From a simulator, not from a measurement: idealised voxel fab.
process module | voxel trench capacitor
cross-section cut | 140 nm wide | cells 5 nm
A cross-section is a grid of square cells, given in bands from the top down. A band is one or more rows of cells.
Each band's line starts with the height of the band's top and of its bottom, in nm. Then come its materials from left to right, each with its width in nm. One material with "throughout" fills the band from edge to edge. "air" is empty space.
Height 0 is the level under which the wafer as received is all one material. The lowest band goes on downwards, as in "0 down".
A width such as "30 to 40" changes by the same amount from each row of cells to the next, from the band's top row to its bottom row.
"no change" after a step means that no cell of the cross-section changed.
closed voids: empty space of 8 cells or more with no open way to the top, each as width x height at its distance from the left edge, in nm
after a step's settings: what the simulator itself notes on the step
overlay nm, on a step with a mask: how far to the right of its planned place the mask lay; to the left if negative
plan
1 op RECEIVE | material Si
2 op CONFORMAL_DEP | material SiN | thk nm 10
3 op PATTERN | tone open | mask id TRENCH | material resist | width nm 20 | pitch nm 40 | thk nm 15 | overlay nm 0
4 op DIRECTIONAL_ETCH | etch materials SiN | depth nm 10
5 op DIRECTIONAL_ETCH | etch materials Si | depth nm 25
6 op STRIP | etch materials resist
7 op CONFORMAL_DEP | material SiO2 | thk nm 5
8 op FILL_DEP | material polySi | thk nm 10
9 op CMP | height nm 10
as received, after step 1
  0 down: Si throughout
  closed voids: none
first wafer at the end, as planned
  10 to 0: SiN 40 | SiO2 5 | polySi 10 | SiO2 5 | SiN 20 | SiO2 5 | polySi 10 | SiO2 5 | SiN 40
  0 to -20: Si 40 | SiO2 5 | polySi 10 | SiO2 5 | Si 20 | SiO2 5 | polySi 10 | SiO2 5 | Si 40
  -20 to -25: Si 40 | SiO2 20 | Si 20 | SiO2 20 | Si 40
  -25 down: Si throughout
  closed voids: none
second wafer at the end: like start, like plan, one mistake
  10 to 0: SiN 40 | SiO2 5 | polySi 10 | SiO2 5 | SiN 20 | SiO2 5 | polySi 10 | SiO2 5 | SiN 40
  0 to -45: Si 40 | SiO2 5 | polySi 10 | SiO2 5 | Si 20 | SiO2 5 | polySi 10 | SiO2 5 | Si 40
  -45 to -50: Si 40 | SiO2 20 | Si 20 | SiO2 20 | Si 40
  -50 down: Si throughout
  closed voids: none
what went wrong: step 5 was run twice
at the end the second wafer has, in cells: 40 fewer of Si | 20 more of SiO2 | 20 more of polySi
